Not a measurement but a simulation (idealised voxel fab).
Documented hereafter: the process module known as voxel wiring stack.
In the cross-section labelled cut, the width is 190 nm and each square cell is 5 nm.
If you're reading a cross-section in this doc, picture square cells in a grid; it comes to you as bands, top ones listed first down to the bottom, and a band can be one or more rows of cells.
What a band's entry tells you: where the top is and where the bottom is, as heights in nm, and after that what lies inside, material by material from left to right, each with its width in nm. Empty space is written as the word "air", and a single material marked with the word "throughout" occupies the band from edge to edge.
Heights are measured from 0, the level below which the as-received wafer is all one material; the lowest band has no bottom and continues downward, written as in "top 0, no bottom".
With a width like "30->40", each row of cells in the band differs from the next by the same amount, the top row carrying the first number and the bottom row the second.
Where a step carries "same as before", the cross-section came out of it unchanged, cell for cell.
The entry titled "Closed void inventory" provides the empty spaces that have no open way to the top, restricted to those of 8 cells or more. Each is presented as width x height at distance, the distance being measured from the left edge, with all three in nm.
Formally, on a step line, whatever follows the settings is a remark that the simulator itself makes on the step.
Steps that use a mask can have "overlay nm" on their line. It says how far the mask sat to the right of where it was meant to be. Negative means to the left.
**Process steps foreseen in the plan**
| 1 | RECEIVE | material Si |
| 2 | CONFORMAL_DEP | material SiO2 | thk nm 10 |
| 3 | CONFORMAL_DEP | material SiCN | thk nm 5 |
| 4 | DIRECTIONAL_DEP | material lowk | thk nm 20 |
| 5 | MASKED_ETCH | tone open | mask id METAL_1 | width nm 25 | pitch nm 40 | etch materials lowk | depth nm 20 | overlay nm 0 |
| 6 | MASKED_ETCH | tone open | mask id METAL_1 | width nm 25 | pitch nm 40 | etch materials SiCN | depth nm 5 | overlay nm 0 |
| 7 | CONFORMAL_DEP | material TiN | thk nm 5 |
| 8 | FILL_DEP | material W | thk nm 10 |
| 9 | CMP | height nm 35 |
| 10 | CONFORMAL_DEP | material SiCN | thk nm 5 |
| 11 | DIRECTIONAL_DEP | material lowk | thk nm 10 |
| 12 | PATTERN | tone open | mask id PLUG_1 | material resist | width nm 15 | pitch nm 40 | thk nm 20 | overlay nm 0 |
| 13 | DIRECTIONAL_ETCH | etch materials lowk | depth nm 10 |
| 14 | DIRECTIONAL_ETCH | etch materials SiCN | depth nm 5 |
| 15 | STRIP | etch materials resist |
| 16 | EPI | material Ru | thk nm 10 |
| 17 | EPI | material Ru | thk nm 5 |
| 18 | CONFORMAL_DEP | material SiCN | thk nm 5 |
| 19 | DIRECTIONAL_DEP | material lowk | thk nm 15 |
| 20 | DIRECTIONAL_DEP | material aC | thk nm 10 |
| 21 | PATTERN | tone open | mask id METAL_2 | material resist | width nm 25 | pitch nm 40 | thk nm 25 | overlay nm 0 |
| 22 | DIRECTIONAL_ETCH | etch materials aC | depth nm 10 |
| 23 | STRIP | etch materials resist |
| 24 | DIRECTIONAL_ETCH | etch materials lowk | depth nm 15 |
| 25 | DIRECTIONAL_ETCH | etch materials SiCN | depth nm 5 |
| 26 | STRIP | etch materials aC |
| 27 | CONFORMAL_DEP | material TiN | thk nm 5 |
| 28 | FILL_DEP | material Ru | thk nm 10 |
| 29 | CMP | height nm 70 |
| 30 | EPI | material Ru | thk nm 5 |
| 31 | FILL_DEP | material SiCN | thk nm 5 |
| 32 | DIRECTIONAL_DEP | material lowk | thk nm 30 |
| 33 | MASKED_ETCH | tone open | mask id METAL_3 | width nm 25 | pitch nm 40 | etch materials lowk | depth nm 20 | overlay nm 0 |
| 34 | DIRECTIONAL_DEP | material aC | thk nm 15 |
| 35 | PATTERN | tone open | mask id METAL_3_HOLES | material resist | width nm 15 | thk nm 35 | overlay nm 0 |
| 36 | DIRECTIONAL_ETCH | etch materials aC | depth nm 15 |
| 37 | STRIP | etch materials resist |
| 38 | DIRECTIONAL_ETCH | etch materials lowk | depth nm 10 |
| 39 | DIRECTIONAL_ETCH | etch materials SiCN | depth nm 5 |
| 40 | STRIP | etch materials aC |
| 41 | CONFORMAL_DEP | material TiN | thk nm 5 |
| 42 | FILL_DEP | material Ru | thk nm 5 |
| 43 | CMP | height nm 110 |
| 44 | CONFORMAL_DEP | material SiN | thk nm 5 |
**First of two wafers: run as planned**
**Incoming wafer in cross-section (state: after step 1)**
  top 0, no bottom  Si throughout
  Closed void inventory: none
**State of the wafer after step 2, shown in cross-section**
  top 10, bottom 0  SiO2 throughout
  Everything below 0 is unchanged.
**State of the wafer after step 3, shown in cross-section**
  top 15, bottom 10  SiCN throughout
  Everything below 10 is unchanged.
**State of the wafer after step 4, shown in cross-section**
  top 35, bottom 15  lowk throughout
  Everything below 15 is unchanged.
**State of the wafer after step 5, shown in cross-section**
  top 35, bottom 15  lowk 60 / air 25 / lowk 15 / air 25 / lowk 65
  Everything below 15 is unchanged.
**State of the wafer after step 6, shown in cross-section**
  top 35, bottom 15  lowk 60 / air 25 / lowk 15 / air 25 / lowk 65
  top 15, bottom 10  SiCN 60 / air 25 / SiCN 15 / air 25 / SiCN 65
  Everything below 10 is unchanged.
**State of the wafer after step 7, shown in cross-section**
  top 40, bottom 35  TiN 65 / air 15 / TiN 25 / air 15 / TiN 70
  top 35, bottom 15  lowk 60 / TiN 5 / air 15 / TiN 5 / lowk 15 / TiN 5 / air 15 / TiN 5 / lowk 65
  top 15, bottom 10  SiCN 60 / TiN 25 / SiCN 15 / TiN 25 / SiCN 65
  Everything below 10 is unchanged.
**State of the wafer after step 8, shown in cross-section**
  top 50, bottom 40  W throughout
  top 40, bottom 35  TiN 65 / W 15 / TiN 25 / W 15 / TiN 70
  top 35, bottom 15  lowk 60 / TiN 5 / W 15 / TiN 5 / lowk 15 / TiN 5 / W 15 / TiN 5 / lowk 65
  Everything below 15 is unchanged.
**State of the wafer after step 9, shown in cross-section**
  top 35, bottom 15  lowk 60 / TiN 5 / W 15 / TiN 5 / lowk 15 / TiN 5 / W 15 / TiN 5 / lowk 65
  Everything below 15 is unchanged.
**State of the wafer after step 10, shown in cross-section**
  top 40, bottom 35  SiCN throughout
  Everything below 35 is unchanged.
**State of the wafer after step 11, shown in cross-section**
  top 50, bottom 40  lowk throughout
  Everything below 40 is unchanged.
**State of the wafer after step 12, shown in cross-section**
  top 70, bottom 50  resist 60 / air 15 / resist 25 / air 15 / resist 75
  Everything below 50 is unchanged.
**State of the wafer after step 13, shown in cross-section**
  top 70, bottom 50  resist 60 / air 15 / resist 25 / air 15 / resist 75
  top 50, bottom 40  lowk 60 / air 15 / lowk 25 / air 15 / lowk 75
  Everything below 40 is unchanged.
**State of the wafer after step 14, shown in cross-section**
  top 70, bottom 50  resist 60 / air 15 / resist 25 / air 15 / resist 75
  top 50, bottom 40  lowk 60 / air 15 / lowk 25 / air 15 / lowk 75
  top 40, bottom 35  SiCN 60 / air 15 / SiCN 25 / air 15 / SiCN 75
  Everything below 35 is unchanged.
**State of the wafer after step 15, shown in cross-section**
  top 50, bottom 40  lowk 60 / air 15 / lowk 25 / air 15 / lowk 75
  Everything below 40 is unchanged.
**State of the wafer after step 16, shown in cross-section**
  top 50, bottom 45  lowk 60 / air 15 / lowk 25 / air 15 / lowk 75
  top 45, bottom 40  lowk 60 / Ru 15 / lowk 25 / Ru 15 / lowk 75
  top 40, bottom 35  SiCN 60 / Ru 15 / SiCN 25 / Ru 15 / SiCN 75
  Everything below 35 is unchanged.
**State of the wafer after step 17, shown in cross-section**
  top 50, bottom 40  lowk 60 / Ru 15 / lowk 25 / Ru 15 / lowk 75
  Everything below 40 is unchanged.
**State of the wafer after step 18, shown in cross-section**
  top 55, bottom 50  SiCN throughout
  Everything below 50 is unchanged.
**State of the wafer after step 19, shown in cross-section**
  top 70, bottom 55  lowk throughout
  Everything below 55 is unchanged.
**State of the wafer after step 20, shown in cross-section**
  top 80, bottom 70  aC throughout
  Everything below 70 is unchanged.
**State of the wafer after step 21, shown in cross-section**
  top 105, bottom 80  resist 60 / air 25 / resist 15 / air 25 / resist 65
  Everything below 80 is unchanged.
**State of the wafer after step 22, shown in cross-section**
  top 95, bottom 80  resist 60 / air 25 / resist 15 / air 25 / resist 65
  top 80, bottom 70  aC 60 / air 25 / aC 15 / air 25 / aC 65
  Everything below 70 is unchanged.
**State of the wafer after step 23, shown in cross-section**
  top 80, bottom 70  aC 60 / air 25 / aC 15 / air 25 / aC 65
  Everything below 70 is unchanged.
**State of the wafer after step 24, shown in cross-section**
  top 80, bottom 70  aC 60 / air 25 / aC 15 / air 25 / aC 65
  top 70, bottom 55  lowk 60 / air 25 / lowk 15 / air 25 / lowk 65
  Everything below 55 is unchanged.
**State of the wafer after step 25, shown in cross-section**
  top 80, bottom 70  aC 60 / air 25 / aC 15 / air 25 / aC 65
  top 70, bottom 55  lowk 60 / air 25 / lowk 15 / air 25 / lowk 65
  top 55, bottom 50  SiCN 60 / air 25 / SiCN 15 / air 25 / SiCN 65
  Everything below 50 is unchanged.
**State of the wafer after step 26, shown in cross-section**
  top 70, bottom 55  lowk 60 / air 25 / lowk 15 / air 25 / lowk 65
  Everything below 55 is unchanged.
**State of the wafer after step 27, shown in cross-section**
  top 75, bottom 70  TiN 65 / air 15 / TiN 25 / air 15 / TiN 70
  top 70, bottom 55  lowk 60 / TiN 5 / air 15 / TiN 5 / lowk 15 / TiN 5 / air 15 / TiN 5 / lowk 65
  top 55, bottom 50  SiCN 60 / TiN 25 / SiCN 15 / TiN 25 / SiCN 65
  Everything below 50 is unchanged.
**State of the wafer after step 28, shown in cross-section**
  top 85, bottom 75  Ru throughout
  top 75, bottom 70  TiN 65 / Ru 15 / TiN 25 / Ru 15 / TiN 70
  top 70, bottom 55  lowk 60 / TiN 5 / Ru 15 / TiN 5 / lowk 15 / TiN 5 / Ru 15 / TiN 5 / lowk 65
  Everything below 55 is unchanged.
**State of the wafer after step 29, shown in cross-section**
  top 70, bottom 55  lowk 60 / TiN 5 / Ru 15 / TiN 5 / lowk 15 / TiN 5 / Ru 15 / TiN 5 / lowk 65
  Everything below 55 is unchanged.
**State of the wafer after step 30, shown in cross-section**
  top 75, bottom 70  air 55 / Ru 35 / air 5 / Ru 35 / air 60
  Everything below 70 is unchanged.
**State of the wafer after step 31, shown in cross-section**
  top 80, bottom 75  SiCN throughout
  top 75, bottom 70  SiCN 55 / Ru 35 / SiCN 5 / Ru 35 / SiCN 60
  Everything below 70 is unchanged.
**State of the wafer after step 32, shown in cross-section**
  top 110, bottom 80  lowk throughout
  Everything below 80 is unchanged.
**State of the wafer after step 33, shown in cross-section**
  top 110, bottom 90  lowk 60 / air 25 / lowk 15 / air 25 / lowk 65
  Everything below 90 is unchanged.
**State of the wafer after step 34, shown in cross-section**
  top 125, bottom 110  aC 60 / air 25 / aC 15 / air 25 / aC 65
  top 110, bottom 105  lowk 60 / air 25 / lowk 15 / air 25 / lowk 65
  top 105, bottom 90  lowk 60 / aC 25 / lowk 15 / aC 25 / lowk 65
  Everything below 90 is unchanged.
**State of the wafer after step 35, shown in cross-section**
  top 160, bottom 125  resist 60 / air 15 / resist 115
  top 125, bottom 110  aC 60 / air 15 / resist 10 / aC 15 / resist 25 / aC 65
  top 110, bottom 105  lowk 60 / air 15 / resist 10 / lowk 15 / resist 25 / lowk 65
  Everything below 105 is unchanged.
**State of the wafer after step 36, shown in cross-section**
  top 145, bottom 125  resist 60 / air 15 / resist 115
  top 125, bottom 110  aC 60 / air 15 / resist 10 / aC 15 / resist 25 / aC 65
  top 110, bottom 105  lowk 60 / air 15 / resist 10 / lowk 15 / resist 25 / lowk 65
  top 105, bottom 90  lowk 60 / air 15 / aC 10 / lowk 15 / aC 25 / lowk 65
  Everything below 90 is unchanged.
**State of the wafer after step 37, shown in cross-section**
  top 125, bottom 110  aC 60 / air 25 / aC 15 / air 25 / aC 65
  top 110, bottom 105  lowk 60 / air 25 / lowk 15 / air 25 / lowk 65
  Everything below 105 is unchanged.
**State of the wafer after step 38, shown in cross-section**
  top 125, bottom 110  aC 60 / air 25 / aC 15 / air 25 / aC 65
  top 110, bottom 105  lowk 60 / air 25 / lowk 15 / air 25 / lowk 65
  top 105, bottom 90  lowk 60 / air 15 / aC 10 / lowk 15 / aC 25 / lowk 65
  top 90, bottom 80  lowk 60 / air 15 / lowk 115
  Everything below 80 is unchanged.
**State of the wafer after step 39, shown in cross-section**
  top 125, bottom 110  aC 60 / air 25 / aC 15 / air 25 / aC 65
  top 110, bottom 105  lowk 60 / air 25 / lowk 15 / air 25 / lowk 65
  top 105, bottom 90  lowk 60 / air 15 / aC 10 / lowk 15 / aC 25 / lowk 65
  top 90, bottom 80  lowk 60 / air 15 / lowk 115
  top 80, bottom 75  SiCN 60 / air 15 / SiCN 115
  Everything below 75 is unchanged.
**State of the wafer after step 40, shown in cross-section**
  top 110, bottom 90  lowk 60 / air 25 / lowk 15 / air 25 / lowk 65
  Everything below 90 is unchanged.
**State of the wafer after step 41, shown in cross-section**
  top 115, bottom 110  TiN 65 / air 15 / TiN 25 / air 15 / TiN 70
  top 110, bottom 95  lowk 60 / TiN 5 / air 15 / TiN 5 / lowk 15 / TiN 5 / air 15 / TiN 5 / lowk 65
  top 95, bottom 90  lowk 60 / TiN 5 / air 5 / TiN 15 / lowk 15 / TiN 25 / lowk 65
  top 90, bottom 80  lowk 60 / TiN 5 / air 5 / TiN 5 / lowk 115
  top 80, bottom 75  SiCN 60 / TiN 15 / SiCN 115
  Everything below 75 is unchanged.
**State of the wafer after step 42, shown in cross-section**
  top 120, bottom 115  Ru throughout
  top 115, bottom 110  TiN 65 / Ru 15 / TiN 25 / Ru 15 / TiN 70
  top 110, bottom 95  lowk 60 / TiN 5 / Ru 15 / TiN 5 / lowk 15 / TiN 5 / Ru 15 / TiN 5 / lowk 65
  top 95, bottom 90  lowk 60 / TiN 5 / Ru 5 / TiN 15 / lowk 15 / TiN 25 / lowk 65
  top 90, bottom 80  lowk 60 / TiN 5 / Ru 5 / TiN 5 / lowk 115
  Everything below 80 is unchanged.
**State of the wafer after step 43, shown in cross-section**
  top 110, bottom 95  lowk 60 / TiN 5 / Ru 15 / TiN 5 / lowk 15 / TiN 5 / Ru 15 / TiN 5 / lowk 65
  Everything below 95 is unchanged.
**State of the wafer after step 44, shown in cross-section**
  top 115, bottom 110  SiN throughout
  Everything below 110 is unchanged.
**Wafer two. Identical start, identical plan. One mistake in execution. Identical history through step 31**
**Second wafer profile in section, at the moment step 32 of the plan was meant to be complete**
  top 140, bottom 80  lowk throughout
  Everything below 80 is unchanged.
**Second wafer profile in section, at the moment step 33 of the plan was meant to be complete**
  top 140, bottom 120  lowk 60 / air 25 / lowk 15 / air 25 / lowk 65
  Everything below 120 is unchanged.
**Second wafer profile in section, at the moment step 34 of the plan was meant to be complete**
  top 155, bottom 140  aC 60 / air 25 / aC 15 / air 25 / aC 65
  top 140, bottom 135  lowk 60 / air 25 / lowk 15 / air 25 / lowk 65
  top 135, bottom 120  lowk 60 / aC 25 / lowk 15 / aC 25 / lowk 65
  Everything below 120 is unchanged.
**Second wafer profile in section, at the moment step 35 of the plan was meant to be complete**
  top 190, bottom 155  resist 60 / air 15 / resist 115
  top 155, bottom 140  aC 60 / air 15 / resist 10 / aC 15 / resist 25 / aC 65
  top 140, bottom 135  lowk 60 / air 15 / resist 10 / lowk 15 / resist 25 / lowk 65
  Everything below 135 is unchanged.
**Second wafer profile in section, at the moment step 36 of the plan was meant to be complete**
  top 175, bottom 155  resist 60 / air 15 / resist 115
  top 155, bottom 140  aC 60 / air 15 / resist 10 / aC 15 / resist 25 / aC 65
  top 140, bottom 135  lowk 60 / air 15 / resist 10 / lowk 15 / resist 25 / lowk 65
  top 135, bottom 120  lowk 60 / air 15 / aC 10 / lowk 15 / aC 25 / lowk 65
  Everything below 120 is unchanged.
**Second wafer profile in section, at the moment step 37 of the plan was meant to be complete**
  top 155, bottom 140  aC 60 / air 25 / aC 15 / air 25 / aC 65
  top 140, bottom 135  lowk 60 / air 25 / lowk 15 / air 25 / lowk 65
  Everything below 135 is unchanged.
**Second wafer profile in section, at the moment step 38 of the plan was meant to be complete**
  top 155, bottom 140  aC 60 / air 25 / aC 15 / air 25 / aC 65
  top 140, bottom 135  lowk 60 / air 25 / lowk 15 / air 25 / lowk 65
  top 135, bottom 120  lowk 60 / air 15 / aC 10 / lowk 15 / aC 25 / lowk 65
  top 120, bottom 110  lowk 60 / air 15 / lowk 115
  Everything below 110 is unchanged.
Second wafer profile in section, at the moment step 39 of the plan was meant to be complete: same as before
**Second wafer profile in section, at the moment step 40 of the plan was meant to be complete**
  top 140, bottom 120  lowk 60 / air 25 / lowk 15 / air 25 / lowk 65
  Everything below 120 is unchanged.
**Second wafer profile in section, at the moment step 41 of the plan was meant to be complete**
  top 145, bottom 140  TiN 65 / air 15 / TiN 25 / air 15 / TiN 70
  top 140, bottom 125  lowk 60 / TiN 5 / air 15 / TiN 5 / lowk 15 / TiN 5 / air 15 / TiN 5 / lowk 65
  top 125, bottom 120  lowk 60 / TiN 5 / air 5 / TiN 15 / lowk 15 / TiN 25 / lowk 65
  top 120, bottom 115  lowk 60 / TiN 5 / air 5 / TiN 5 / lowk 115
  top 115, bottom 110  lowk 60 / TiN 15 / lowk 115
  Everything below 110 is unchanged.
**Second wafer profile in section, at the moment step 42 of the plan was meant to be complete**
  top 150, bottom 145  Ru throughout
  top 145, bottom 140  TiN 65 / Ru 15 / TiN 25 / Ru 15 / TiN 70
  top 140, bottom 125  lowk 60 / TiN 5 / Ru 15 / TiN 5 / lowk 15 / TiN 5 / Ru 15 / TiN 5 / lowk 65
  top 125, bottom 120  lowk 60 / TiN 5 / Ru 5 / TiN 15 / lowk 15 / TiN 25 / lowk 65
  top 120, bottom 115  lowk 60 / TiN 5 / Ru 5 / TiN 5 / lowk 115
  Everything below 115 is unchanged.
**Second wafer profile in section, at the moment step 43 of the plan was meant to be complete**
  top 110, bottom 80  lowk throughout
  Everything below 80 is unchanged.
**Second wafer profile in section, at the moment step 44 of the plan was meant to be complete**
  top 115, bottom 110  SiN throughout
  Everything below 110 is unchanged.
Diagnosis: it should be noted that step 32 of the plan was executed twice
at the end the second wafer has, in cells: Ru -21, SiCN +3, TiN -28, lowk +46
